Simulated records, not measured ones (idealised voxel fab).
process module | voxel capacitor over wiring
cross-section cut | 195 nm wide | cells 5 nm
A cross-section is a grid of square cells, given in bands from the top down. A band is one or more rows of cells.
Each band's line starts with the height of the band's top and of its bottom, in nm. Then come its materials from left to right, each with its width in nm. One material with "throughout" fills the band from edge to edge. "air" is empty space.
Height 0 is the level under which the wafer as received is all one material. The lowest band goes on downwards, as in "0 down".
A width such as "30 to 40" changes by the same amount from each row of cells to the next, from the band's top row to its bottom row.
"no change" after a step means that no cell of the cross-section changed.
closed voids: empty space of 8 cells or more with no open way to the top, each as width x height at its distance from the left edge, in nm
after a step's settings: what the simulator itself notes on the step
overlay nm, on a step with a mask: how far to the right of its planned place the mask lay; to the left if negative
plan
1 op RECEIVE | material Si
2 op CONFORMAL_DEP | material SiO2 | thk nm 10
3 op CONFORMAL_DEP | material SiCN | thk nm 5
4 op DIRECTIONAL_DEP | material lowk | thk nm 15
5 op PATTERN | tone open | mask id METAL_1 | material resist | width nm 25 | pitch nm 80 | thk nm 15 | overlay nm 0
6 op DIRECTIONAL_ETCH | etch materials lowk | depth nm 15
7 op DIRECTIONAL_ETCH | etch materials SiCN | depth nm 5
8 op STRIP | etch materials resist
9 op CONFORMAL_DEP | material TiN | thk nm 5
10 op FILL_DEP | material Cu | thk nm 10
11 op CMP | height nm 30
12 op EPI | material Ru | thk nm 5
13 op FILL_DEP | material SiCN | thk nm 5
14 op DIRECTIONAL_DEP | material lowk | thk nm 10
15 op MASKED_ETCH | tone open | mask id PLUG_1 | width nm 15 | etch materials lowk | depth nm 10 | overlay nm 0
16 op MASKED_ETCH | tone open | mask id PLUG_1 | width nm 15 | etch materials SiCN | depth nm 5 | overlay nm 0
17 op EPI | material Ru | thk nm 10
18 op EPI | material Ru | thk nm 5
19 op DIRECTIONAL_DEP | material TiN | thk nm 10
20 op DIRECTIONAL_DEP | material SiN | thk nm 5
21 op DIRECTIONAL_DEP | material TiN | thk nm 10
22 op DIRECTIONAL_DEP | material aC | thk nm 10
23 op PATTERN | tone cover | mask id UPPER_PLATE | material resist | width nm 60 | thk nm 30 | overlay nm 0
24 op DIRECTIONAL_ETCH | etch materials aC | depth nm 10
25 op STRIP | etch materials resist
26 op DIRECTIONAL_ETCH | etch materials TiN | depth nm 10
27 op DIRECTIONAL_ETCH | etch materials SiN | depth nm 5
28 op STRIP | etch materials aC
29 op MASKED_ETCH | tone cover | mask id LOWER_PLATE | width nm 70 | etch materials TiN | depth nm 10 | overlay nm 0
30 op FILL_DEP | material SiO2 | thk nm 15
31 op CMP | height nm 85
32 op PATTERN | tone open | mask id PLUG_2 | material resist | width nm 15 | thk nm 20 | overlay nm 0
33 op DIRECTIONAL_ETCH | etch materials SiO2 | depth nm 10
34 op STRIP | etch materials resist
35 op CONFORMAL_DEP | material TiN | thk nm 5
36 op FILL_DEP | material Cu | thk nm 5
37 op CMP | height nm 85
38 op CONFORMAL_DEP | material SiCN | thk nm 5
first wafer, as planned
as received, after step 1
  0 down: Si throughout
  closed voids: none
after step 2
  10 to 0: SiO2 throughout
  below 0: unchanged
after step 3
  15 to 10: SiCN throughout
  below 10: unchanged
after step 4
  30 to 15: lowk throughout
  below 15: unchanged
after step 5
  45 to 30: resist 45 | air 25 | resist 55 | air 25 | resist 45
  below 30: unchanged
after step 6
  45 to 30: resist 45 | air 25 | resist 55 | air 25 | resist 45
  30 to 15: lowk 45 | air 25 | lowk 55 | air 25 | lowk 45
  below 15: unchanged
after step 7
  45 to 30: resist 45 | air 25 | resist 55 | air 25 | resist 45
  30 to 15: lowk 45 | air 25 | lowk 55 | air 25 | lowk 45
  15 to 10: SiCN 45 | air 25 | SiCN 55 | air 25 | SiCN 45
  below 10: unchanged
after step 8
  30 to 15: lowk 45 | air 25 | lowk 55 | air 25 | lowk 45
  below 15: unchanged
after step 9
  35 to 30: TiN 50 | air 15 | TiN 65 | air 15 | TiN 50
  30 to 15: lowk 45 | TiN 5 | air 15 | TiN 5 | lowk 55 | TiN 5 | air 15 | TiN 5 | lowk 45
  15 to 10: SiCN 45 | TiN 25 | SiCN 55 | TiN 25 | SiCN 45
  below 10: unchanged
after step 10
  45 to 35: Cu throughout
  35 to 30: TiN 50 | Cu 15 | TiN 65 | Cu 15 | TiN 50
  30 to 15: lowk 45 | TiN 5 | Cu 15 | TiN 5 | lowk 55 | TiN 5 | Cu 15 | TiN 5 | lowk 45
  below 15: unchanged
after step 11
  30 to 15: lowk 45 | TiN 5 | Cu 15 | TiN 5 | lowk 55 | TiN 5 | Cu 15 | TiN 5 | lowk 45
  below 15: unchanged
after step 12
  35 to 30: air 40 | Ru 35 | air 45 | Ru 35 | air 40
  below 30: unchanged
after step 13
  40 to 35: SiCN throughout
  35 to 30: SiCN 40 | Ru 35 | SiCN 45 | Ru 35 | SiCN 40
  below 30: unchanged
after step 14
  50 to 40: lowk throughout
  below 40: unchanged
after step 15
  50 to 40: lowk 55 | air 15 | lowk 125
  below 40: unchanged
after step 16
  50 to 40: lowk 55 | air 15 | lowk 125
  40 to 35: SiCN 55 | air 15 | SiCN 125
  below 35: unchanged
after step 17
  50 to 45: lowk 55 | air 15 | lowk 125
  45 to 40: lowk 55 | Ru 15 | lowk 125
  40 to 35: SiCN 55 | Ru 15 | SiCN 125
  below 35: unchanged
after step 18
  50 to 40: lowk 55 | Ru 15 | lowk 125
  below 40: unchanged
after step 19
  60 to 50: TiN throughout
  below 50: unchanged
after step 20
  65 to 60: SiN throughout
  below 60: unchanged
after step 21
  75 to 65: TiN throughout
  below 65: unchanged
after step 22
  85 to 75: aC throughout
  below 75: unchanged
after step 23
  115 to 85: air 55 | resist 60 | air 80
  below 85: unchanged
after step 24
  105 to 85: air 55 | resist 60 | air 80
  85 to 75: air 55 | aC 60 | air 80
  below 75: unchanged
after step 25
  85 to 75: air 55 | aC 60 | air 80
  below 75: unchanged
after step 26
  85 to 75: air 55 | aC 60 | air 80
  75 to 65: air 55 | TiN 60 | air 80
  below 65: unchanged
after step 27
  85 to 75: air 55 | aC 60 | air 80
  75 to 65: air 55 | TiN 60 | air 80
  65 to 60: air 55 | SiN 60 | air 80
  below 60: unchanged
after step 28
  75 to 65: air 55 | TiN 60 | air 80
  below 65: unchanged
after step 29
  75 to 65: air 55 | TiN 60 | air 80
  65 to 60: air 55 | SiN 60 | air 80
  60 to 50: air 50 | TiN 70 | air 75
  below 50: unchanged
after step 30
  90 to 75: SiO2 throughout
  75 to 65: SiO2 55 | TiN 60 | SiO2 80
  65 to 60: SiO2 55 | SiN 60 | SiO2 80
  60 to 50: SiO2 50 | TiN 70 | SiO2 75
  below 50: unchanged
after step 31
  85 to 75: SiO2 throughout
  below 75: unchanged
after step 32
  105 to 85: resist 65 | air 15 | resist 115
  below 85: unchanged
after step 33
  105 to 85: resist 65 | air 15 | resist 115
  85 to 75: SiO2 65 | air 15 | SiO2 115
  below 75: unchanged
after step 34
  85 to 75: SiO2 65 | air 15 | SiO2 115
  below 75: unchanged
after step 35
  90 to 85: TiN 70 | air 5 | TiN 120
  85 to 80: SiO2 65 | TiN 5 | air 5 | TiN 5 | SiO2 115
  80 to 75: SiO2 65 | TiN 15 | SiO2 115
  below 75: unchanged
after step 36
  95 to 90: Cu throughout
  90 to 85: TiN 70 | Cu 5 | TiN 120
  85 to 80: SiO2 65 | TiN 5 | Cu 5 | TiN 5 | SiO2 115
  below 80: unchanged
after step 37
  85 to 80: SiO2 65 | TiN 5 | Cu 5 | TiN 5 | SiO2 115
  below 80: unchanged
after step 38
  90 to 85: SiCN throughout
  below 85: unchanged
second wafer: like start, like plan, one mistake. Through step 12 it matches the first wafer
when step 13 should have ended: no change
when step 14 should have ended
  45 to 40: air 40 | lowk 35 | air 45 | lowk 35 | air 40
  40 to 35: lowk throughout
  35 to 30: lowk 40 | Ru 35 | lowk 45 | Ru 35 | lowk 40
  below 30: unchanged
when step 15 should have ended
  45 to 40: air 40 | lowk 15 | air 15 | lowk 5 | air 45 | lowk 35 | air 40
  40 to 35: lowk 55 | air 15 | lowk 125
  below 35: unchanged
when step 16 should have ended: no change
when step 17 should have ended
  45 to 40: air 40 | lowk 15 | Ru 15 | lowk 5 | air 45 | lowk 35 | air 40
  40 to 35: lowk 55 | Ru 15 | lowk 125
  below 35: unchanged
when step 18 should have ended
  50 to 45: air 50 | Ru 25 | air 120
  below 45: unchanged
when step 19 should have ended
  60 to 55: air 50 | TiN 25 | air 120
  55 to 50: air 40 | TiN 35 | air 45 | TiN 35 | air 40
  50 to 45: TiN 50 | Ru 25 | TiN 120
  45 to 40: TiN 40 | lowk 15 | Ru 15 | lowk 5 | TiN 45 | lowk 35 | TiN 40
  below 40: unchanged
when step 20 should have ended
  65 to 60: air 50 | SiN 25 | air 120
  60 to 55: air 40 | SiN 10 | TiN 25 | air 45 | SiN 35 | air 40
  55 to 50: SiN 40 | TiN 35 | SiN 45 | TiN 35 | SiN 40
  below 50: unchanged
when step 21 should have ended
  75 to 70: air 50 | TiN 25 | air 120
  70 to 65: air 40 | TiN 35 | air 45 | TiN 35 | air 40
  65 to 60: TiN 50 | SiN 25 | TiN 120
  60 to 55: TiN 40 | SiN 10 | TiN 70 | SiN 35 | TiN 40
  below 55: unchanged
when step 22 should have ended
  85 to 80: air 50 | aC 25 | air 120
  80 to 75: air 40 | aC 35 | air 45 | aC 35 | air 40
  75 to 70: aC 50 | TiN 25 | aC 120
  70 to 65: aC 40 | TiN 35 | aC 45 | TiN 35 | aC 40
  below 65: unchanged
when step 23 should have ended
  115 to 85: air 55 | resist 60 | air 80
  85 to 80: air 50 | aC 25 | resist 40 | air 80
  80 to 75: air 40 | aC 35 | resist 40 | air 5 | aC 35 | air 40
  below 75: unchanged
when step 24 should have ended
  105 to 85: air 55 | resist 60 | air 80
  85 to 75: air 55 | aC 20 | resist 40 | air 80
  75 to 70: air 50 | TiN 25 | aC 40 | air 80
  70 to 65: air 40 | TiN 35 | aC 40 | air 5 | TiN 35 | air 40
  below 65: unchanged
when step 25 should have ended
  85 to 75: air 55 | aC 20 | air 120
  below 75: unchanged
when step 26 should have ended
  85 to 75: air 55 | aC 20 | air 120
  75 to 65: air 55 | TiN 20 | aC 40 | air 80
  65 to 60: air 50 | SiN 25 | TiN 40 | air 80
  60 to 55: air 40 | SiN 10 | TiN 65 | air 5 | SiN 35 | air 40
  below 55: unchanged
when step 27 should have ended
  85 to 75: air 55 | aC 20 | air 120
  75 to 65: air 55 | TiN 20 | aC 40 | air 80
  65 to 60: air 55 | SiN 20 | TiN 40 | air 80
  60 to 55: air 50 | TiN 65 | air 80
  55 to 50: air 40 | TiN 35 | SiN 40 | air 5 | TiN 35 | air 40
  below 50: unchanged
when step 28 should have ended
  75 to 65: air 55 | TiN 20 | air 120
  below 65: unchanged
when step 29 should have ended
  75 to 65: air 55 | TiN 20 | air 120
  65 to 60: air 55 | SiN 20 | TiN 40 | air 80
  60 to 55: air 50 | TiN 65 | air 80
  55 to 50: air 50 | TiN 25 | SiN 40 | air 80
  50 to 45: air 50 | Ru 25 | TiN 45 | air 75
  45 to 40: air 40 | lowk 15 | Ru 15 | lowk 5 | TiN 45 | lowk 35 | air 40
  below 40: unchanged
when step 30 should have ended
  90 to 75: SiO2 throughout
  75 to 65: SiO2 55 | TiN 20 | SiO2 120
  65 to 60: SiO2 55 | SiN 20 | TiN 40 | SiO2 80
  60 to 55: SiO2 50 | TiN 65 | SiO2 80
  55 to 50: SiO2 50 | TiN 25 | SiN 40 | SiO2 80
  50 to 45: SiO2 50 | Ru 25 | TiN 45 | SiO2 75
  45 to 40: SiO2 40 | lowk 15 | Ru 15 | lowk 5 | TiN 45 | lowk 35 | SiO2 40
  below 40: unchanged
when step 31 should have ended
  85 to 75: SiO2 throughout
  below 75: unchanged
when step 32 should have ended
  105 to 85: resist 65 | air 15 | resist 115
  below 85: unchanged
when step 33 should have ended
  105 to 85: resist 65 | air 15 | resist 115
  85 to 75: SiO2 65 | air 15 | SiO2 115
  below 75: unchanged
when step 34 should have ended
  85 to 75: SiO2 65 | air 15 | SiO2 115
  below 75: unchanged
when step 35 should have ended
  90 to 85: TiN 70 | air 5 | TiN 120
  85 to 80: SiO2 65 | TiN 5 | air 5 | TiN 5 | SiO2 115
  80 to 75: SiO2 65 | TiN 15 | SiO2 115
  below 75: unchanged
when step 36 should have ended
  95 to 90: Cu throughout
  90 to 85: TiN 70 | Cu 5 | TiN 120
  85 to 80: SiO2 65 | TiN 5 | Cu 5 | TiN 5 | SiO2 115
  below 80: unchanged
when step 37 should have ended
  85 to 80: SiO2 65 | TiN 5 | Cu 5 | TiN 5 | SiO2 115
  below 80: unchanged
when step 38 should have ended
  90 to 85: SiCN throughout
  below 85: unchanged
what went wrong: step 13 was left out
at the end the second wafer has, in cells: 2 more of Ru | 61 fewer of SiCN | 59 more of SiO2
